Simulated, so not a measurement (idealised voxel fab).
Name of the process module below: voxel gate over fins
The figure presents cross-section cut, which has a width of 265 nm and is divided into square cells with an edge length of 5 nm.
A cross-section is written here as square cells arranged in a grid, and it is given in bands from the top down, each band taking up one or more rows of cells.
Band: top height; bottom height; in nm. Then, left to right: material with width in nm, for each material. "throughout": a single material spanning edge to edge. "empty": empty space.
Basically, 0 is our baseline, since under it the wafer straight out of the box is all one material. The bottom band has no lower end and keeps on going down, so it looks like "0 down".
With a width like "30..40", each row of cells in the band differs from the next by the same amount, the top row carrying the first number and the bottom row the second.
Where the words "changes: none" appear for a step, the cross-section shows no cell changed by that step; every cell remained as before.
You'll see "Completely enclosed voids" listing empty spaces that have no way open to the top, as long as they're 8 cells or more; the notation is width x height at distance, where the distance is from the left edge, and all of it is in nm.
Post-settings text on a step line: simulator's own remark regarding the step.
Regarding "overlay nm": on a step with a mask, it is the distance the mask lay to the right of its planned place; a negative value places it to the left.

Process steps (planned)
step 1: RECEIVE,material Si
step 2: CONFORMAL_DEP,material SiN,thk nm 5
step 3: MASKED_ETCH,tone cover,mask id FINS,width nm 15,pitch nm 60,etch materials SiN,depth nm 5,overlay nm 0
step 4: MASKED_ETCH,tone cover,mask id FINS,width nm 15,pitch nm 60,etch materials Si,depth nm 30,overlay nm 0
step 5: OXIDIZE,depth nm 5
step 6: FILL_DEP,material SiO2,thk nm 5
step 7: CMP,height nm 5
step 8: PATTERN,tone open,mask id RAIL,material resist,width nm 15,thk nm 15,overlay nm 0
step 9: DIRECTIONAL_ETCH,etch materials SiO2,depth nm 30
step 10: STRIP,etch materials resist
step 11: CONFORMAL_DEP,material TiN,thk nm 5
step 12: FILL_DEP,material W,thk nm 5
step 13: CMP,height nm 5
step 14: SELECTIVE_ETCH,etch materials W Ru TiN,depth nm 25
step 15: FILL_DEP,material SiO2,thk nm 5
step 16: CMP,height nm 5
step 17: SELECTIVE_ETCH,etch materials SiO2,depth nm 15
step 18: STRIP,etch materials SiN
step 19: CONFORMAL_DEP,material HfO2,thk nm 5
step 20: CONFORMAL_DEP,material TiN,thk nm 5
step 21: CONFORMAL_DEP,material TiAl,thk nm 5
step 22: CONFORMAL_DEP,material TiN,thk nm 5
step 23: FILL_DEP,material W,thk nm 10
step 24: CMP,height nm 25
step 25: CONFORMAL_DEP,material SiN,thk nm 5

Received-state cross-section, reflecting completion of step 1
- 0 down | Si throughout
- Completely enclosed voids: none

Cross-section, end of module. Start: as above. Plan: as above. Execution: one mistake
- 30 to 25 | SiN throughout
- 25 to 20 | W throughout
- 20 to 15 | 80 nm W, 45 nm TiN, 15 nm W, 45 nm TiN, 80 nm W
- 15 to 10 | 80 nm W, 5 nm TiN, 35 nm TiAl, 5 nm TiN, 15 nm W, 5 nm TiN, 35 nm TiAl, 5 nm TiN, 80 nm W
- 10 to 5 | 85 nm TiN, 5 nm TiAl, 25 nm TiN, 5 nm TiAl, 25 nm TiN, 5 nm TiAl, 25 nm TiN, 5 nm TiAl, 85 nm TiN
- 5 to 0 | 90 nm TiAl, 5 nm TiN, 15 nm HfO2, 5 nm TiN, 35 nm TiAl, 5 nm TiN, 15 nm HfO2, 5 nm TiN, 90 nm TiAl
- 0 to -5 | 95 nm TiN, 5 nm HfO2, 5 nm Si, 5 nm HfO2, 45 nm TiN, 5 nm HfO2, 5 nm Si, 5 nm HfO2, 95 nm TiN
- -5 to -10 | 100 nm HfO2, 5 nm Si, 55 nm HfO2, 5 nm Si, 100 nm HfO2
- -10 to -20 | 100 nm SiO2, 5 nm Si, 55 nm SiO2, 5 nm Si, 100 nm SiO2
- -20 to -25 | 100 nm SiO2, 5 nm Si, 15 nm SiO2, 15 nm TiN, 25 nm SiO2, 5 nm Si, 100 nm SiO2
- -25 to -35 | 100 nm SiO2, 5 nm Si, 55 nm SiO2, 5 nm Si, 100 nm SiO2
- -35 down | Si throughout
- Completely enclosed voids: none
What was done differently from what was planned? step 8: run off-plan, actual operation and settings PATTERN,tone open,mask id RAIL,material resist,width nm 15,thk nm 15,overlay nm -5
